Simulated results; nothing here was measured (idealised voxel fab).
The document below concerns the process module designated voxel spacer lines.
Square cell edge 5 nm, section width 300 nm, ID cut.
Notation: cross-section as square-cell grid; stated in bands, top first, going down; one or more cell rows per band. Band: top height; bottom height; in nm. Then, left to right: material with width in nm, for each material. "throughout": a single material spanning edge to edge. "empty": empty space. A quick word on heights: they are counted from 0, and under that level the wafer as it came to us is one material throughout. The lowest band is different from the rest in having no bottom; it simply continues downward, written as in "0 and below". Width spec "30 to 40" -> top row of cells at first value, bottom row at second value, equal per-row change in between. When a step is marked "no modification", none of the cells in the cross-section changed during that step. Closed-off voids of 8+ cells (no open route to the top) go in "Sealed internal cavities", written width x height at distance from the left edge, in nm. Where a step's line continues beyond its settings, the continuation is a remark by the simulator itself on that step. You can add "overlay nm" to a step's line. For a step with a mask, it describes how far the mask lay to the right of its planned position, and a negative number describes a lay to the left.

plan
1: RECEIVE (material Si)
2: CONFORMAL_DEP (material Al2O3; thk nm 5)
3: DIRECTIONAL_DEP (material polySi; thk nm 10)
4: DIRECTIONAL_DEP (material aC; thk nm 25)
5: PATTERN (tone cover; mask id MANDREL; material resist; width nm 15; pitch nm 60; thk nm 30; overlay nm 0)
6: DIRECTIONAL_ETCH (etch materials aC; depth nm 25)
7: STRIP (etch materials resist)
8: CONFORMAL_DEP (material SiN; thk nm 15)
9: DIRECTIONAL_ETCH (etch materials SiN; depth nm 15)
10: STRIP (etch materials aC)
11: DIRECTIONAL_ETCH (etch materials polySi; depth nm 10)
12: STRIP (etch materials SiN)
13: FILL_DEP (material lowk; thk nm 10)
14: CMP (height nm 15)

Shown in cross-section is the wafer as received, that is, as it stands after step 1
> 0 and below  Si throughout
> Sealed internal cavities: none

Cross-sectional image of the first of two wafers at the end of the module, the run having proceeded as planned
> 15 down to 5  95 of lowk  15 of polySi  15 of lowk  15 of polySi  15 of lowk  15 of polySi  15 of lowk  15 of polySi  100 of lowk
> 5 down to 0  Al2O3 throughout
> 0 and below  Si throughout
> Sealed internal cavities: none

Cross-sectional view of the second of two wafers upon completion of the module. This wafer shared its starting condition and process plan with the first; one error was made during its execution
> 5 down to 0  Al2O3 throughout
> 0 and below  Si throughout
> Sealed internal cavities: none
Here's what went sideways: the process deviated at step 14: the operation and settings actually run there were CMP (height nm 5)
In the final state, the cell counts of the second wafer exceed or fall short of those of the first for the following materials: lowk -96, polySi -24
